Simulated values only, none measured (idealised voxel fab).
process module | voxel gate over fins
cross-section cut | 190 nm wide | cells 5 nm
A cross-section is a grid of square cells, given in bands from the top down. A band is one or more rows of cells.
Each band's line starts with the height of the band's top and of its bottom, in nm. Then come its materials from left to right, each with its width in nm. One material with "throughout" fills the band from edge to edge. "air" is empty space.
Height 0 is the level under which the wafer as received is all one material. The lowest band goes on downwards, as in "0 down".
A width such as "30 to 40" changes by the same amount from each row of cells to the next, from the band's top row to its bottom row.
"no change" after a step means that no cell of the cross-section changed.
closed voids: empty space of 8 cells or more with no open way to the top, each as width x height at its distance from the left edge, in nm
after a step's settings: what the simulator itself notes on the step
overlay nm, on a step with a mask: how far to the right of its planned place the mask lay; to the left if negative
plan
1 op RECEIVE | material Si
2 op CONFORMAL_DEP | material SiN | thk nm 10
3 op PATTERN | tone cover | mask id FINS | material resist | width nm 15 | pitch nm 50 | thk nm 20 | overlay nm 0
4 op DIRECTIONAL_ETCH | etch materials SiN | depth nm 10
5 op DIRECTIONAL_ETCH | etch materials Si | depth nm 30
6 op STRIP | etch materials resist
7 op FILL_DEP | material SiO2 | thk nm 5
8 op CMP | height nm 10
9 op PATTERN | tone open | mask id RAIL | material resist | width nm 15 | thk nm 15 | overlay nm 0
10 op DIRECTIONAL_ETCH | etch materials SiO2 | depth nm 35
11 op STRIP | etch materials resist
12 op CONFORMAL_DEP | material TiN | thk nm 5
13 op FILL_DEP | material Ru | thk nm 5
14 op CMP | height nm 10
15 op SELECTIVE_ETCH | etch materials W Ru TiN | depth nm 25
16 op FILL_DEP | material SiO2 | thk nm 5
17 op CMP | height nm 10
18 op SELECTIVE_ETCH | etch materials SiO2 | depth nm 20
19 op STRIP | etch materials SiN
20 op CONFORMAL_DEP | material HfO2 | thk nm 5
21 op CONFORMAL_DEP | material TiN | thk nm 5
22 op FILL_DEP | material W | thk nm 10
23 op CMP | height nm 15
24 op CONFORMAL_DEP | material SiCN | thk nm 10
as received, after step 1
  0 down: Si throughout
  closed voids: none
first wafer at the end, as planned
  25 to 15: SiCN throughout
  15 to 10: W throughout
  10 to 5: W 50 | TiN 35 | W 15 | TiN 35 | W 55
  5 to 0: W 50 | TiN 5 | HfO2 25 | TiN 5 | W 15 | TiN 5 | HfO2 25 | TiN 5 | W 55
  0 to -5: TiN 55 | HfO2 5 | Si 15 | HfO2 5 | TiN 25 | HfO2 5 | Si 15 | HfO2 5 | TiN 60
  -5 to -10: HfO2 60 | Si 15 | HfO2 35 | Si 15 | HfO2 65
  -10 to -15: SiO2 60 | Si 15 | SiO2 35 | Si 15 | SiO2 65
  -15 to -20: SiO2 60 | Si 15 | SiO2 10 | TiN 5 | Ru 5 | TiN 5 | SiO2 10 | Si 15 | SiO2 65
  -20 to -25: SiO2 60 | Si 15 | SiO2 10 | TiN 15 | SiO2 10 | Si 15 | SiO2 65
  -25 to -30: SiO2 60 | Si 15 | SiO2 35 | Si 15 | SiO2 65
  -30 down: Si throughout
  closed voids: none
second wafer at the end: like start, like plan, one mistake
  25 to 15: SiCN throughout
  15 to 10: W throughout
  10 to 5: TiN throughout
  5 to 0: HfO2 65 | TiN 5 | HfO2 45 | TiN 5 | HfO2 70
  0 to -5: Si 60 | HfO2 5 | TiN 5 | HfO2 5 | Si 35 | HfO2 5 | TiN 5 | HfO2 5 | Si 65
  -5 to -10: Si 60 | HfO2 15 | Si 35 | HfO2 15 | Si 65
  -10 to -30: Si 60 | SiO2 15 | Si 35 | SiO2 15 | Si 65
  -30 down: Si throughout
  closed voids: none
what went wrong: step 3 ran as: op PATTERN | tone open | mask id FINS | material resist | width nm 15 | pitch nm 50 | thk nm 20 | overlay nm 0
at the end the second wafer has, in cells: 1 fewer of Ru | 156 more of Si | 98 fewer of SiO2 | 9 fewer of TiN | 48 fewer of W
